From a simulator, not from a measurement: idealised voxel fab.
process module | voxel capacitor over wiring
cross-section cut | 270 nm wide | cells 5 nm
A cross-section is a grid of square cells, given in bands from the top down. A band is one or more rows of cells.
Each band's line starts with the height of the band's top and of its bottom, in nm. Then come its materials from left to right, each with its width in nm. One material with "throughout" fills the band from edge to edge. "air" is empty space.
Height 0 is the level under which the wafer as received is all one material. The lowest band goes on downwards, as in "0 down".
A width such as "30 to 40" changes by the same amount from each row of cells to the next, from the band's top row to its bottom row.
"no change" after a step means that no cell of the cross-section changed.
closed voids: empty space of 8 cells or more with no open way to the top, each as width x height at its distance from the left edge, in nm
after a step's settings: what the simulator itself notes on the step
overlay nm, on a step with a mask: how far to the right of its planned place the mask lay; to the left if negative
plan
1 op RECEIVE | material Si
2 op CONFORMAL_DEP | material SiO2 | thk nm 10
3 op CONFORMAL_DEP | material SiN | thk nm 5
4 op DIRECTIONAL_DEP | material SiO2 | thk nm 20
5 op DIRECTIONAL_DEP | material aC | thk nm 10
6 op PATTERN | tone open | mask id METAL_1 | material resist | width nm 25 | pitch nm 90 | thk nm 25 | overlay nm 0
7 op DIRECTIONAL_ETCH | etch materials aC | depth nm 10
8 op STRIP | etch materials resist
9 op DIRECTIONAL_ETCH | etch materials SiO2 | depth nm 20
10 op DIRECTIONAL_ETCH | etch materials SiN | depth nm 5
11 op STRIP | etch materials aC
12 op CONFORMAL_DEP | material TiN | thk nm 5
13 op FILL_DEP | material W | thk nm 10
14 op CMP | height nm 35
15 op CONFORMAL_DEP | material SiCN | thk nm 5
16 op DIRECTIONAL_DEP | material lowk | thk nm 15
17 op PATTERN | tone open | mask id PLUG_1 | material resist | width nm 15 | thk nm 15 | overlay nm 0
18 op DIRECTIONAL_ETCH | etch materials lowk | depth nm 15
19 op DIRECTIONAL_ETCH | etch materials SiCN | depth nm 5
20 op STRIP | etch materials resist
21 op EPI | material Ru | thk nm 10
22 op EPI | material Ru | thk nm 10
23 op DIRECTIONAL_DEP | material TiN | thk nm 10
24 op DIRECTIONAL_DEP | material HfO2 | thk nm 5
25 op DIRECTIONAL_DEP | material TiN | thk nm 5
26 op PATTERN | tone cover | mask id UPPER_PLATE | material resist | width nm 70 | thk nm 15 | overlay nm 0
27 op DIRECTIONAL_ETCH | etch materials TiN | depth nm 5
28 op DIRECTIONAL_ETCH | etch materials HfO2 | depth nm 5
29 op STRIP | etch materials resist
30 op MASKED_ETCH | tone cover | mask id LOWER_PLATE | width nm 80 | etch materials TiN | depth nm 10 | overlay nm 0
31 op FILL_DEP | material SiO2 | thk nm 20
32 op CMP | height nm 90
33 op MASKED_ETCH | tone open | mask id PLUG_2 | width nm 15 | etch materials SiO2 | depth nm 15 | overlay nm 0
34 op CONFORMAL_DEP | material TiN | thk nm 5
35 op FILL_DEP | material W | thk nm 5
36 op CMP | height nm 90
37 op CONFORMAL_DEP | material SiN | thk nm 5
varied across the wafers: width nm of step 33. The plan shows the first wafer's value. All wafers start alike
first wafer as received, after step 1
  0 down: Si throughout
  closed voids: none
first wafer at the end, after step 37
  95 to 90: SiN throughout
  90 to 80: SiO2 95 | TiN 5 | W 5 | TiN 5 | SiO2 160
  80 to 70: SiO2 95 to 85 | TiN 15 to 70 | SiO2 160 to 115
  70 to 65: SiO2 85 | HfO2 70 | SiO2 115
  65 to 55: SiO2 80 | TiN 80 | SiO2 110
  55 to 40: lowk 85 | Ru 15 | lowk 170
  40 to 35: SiCN 85 | Ru 15 | SiCN 170
  35 to 15: SiO2 75 | TiN 5 | W 15 | TiN 5 | SiO2 65 | TiN 5 | W 15 | TiN 5 | SiO2 80
  15 to 10: SiN 75 | TiN 25 | SiN 65 | TiN 25 | SiN 80
  10 to 0: SiO2 throughout
  0 down: Si throughout
  closed voids: none
last wafer at the end
  95 to 90: SiN throughout
  90 to 80: SiO2 90 | TiN 5 | W 20 | TiN 5 | SiO2 150
  80 to 70: SiO2 90 to 85 | TiN 30 to 70 | SiO2 150 to 115
  70 to 65: SiO2 85 | HfO2 70 | SiO2 115
  65 to 55: SiO2 80 | TiN 80 | SiO2 110
  55 to 40: lowk 85 | Ru 15 | lowk 170
  40 to 35: SiCN 85 | Ru 15 | SiCN 170
  35 to 15: SiO2 75 | TiN 5 | W 15 | TiN 5 | SiO2 65 | TiN 5 | W 15 | TiN 5 | SiO2 80
  15 to 10: SiN 75 | TiN 25 | SiN 65 | TiN 25 | SiN 80
  10 to 0: SiO2 throughout
  0 down: Si throughout
  closed voids: none
each wafer at the end: cells of each material gained (+) or lost (-) since it was received, then its closed voids
width nm 15 | +14 HfO2 | +12 Ru | +51 SiCN | +98 SiN | +593 SiO2 | +79 TiN | +26 W | +153 lowk | closed voids: none
width nm 20 | +14 HfO2 | +12 Ru | +51 SiCN | +98 SiN | +590 SiO2 | +80 TiN | +28 W | +153 lowk | closed voids: none
width nm 25 | +14 HfO2 | +12 Ru | +51 SiCN | +98 SiN | +587 SiO2 | +81 TiN | +30 W | +153 lowk | closed voids: none
width nm 30 | +14 HfO2 | +12 Ru | +51 SiCN | +98 SiN | +584 SiO2 | +82 TiN | +32 W | +153 lowk | closed voids: none
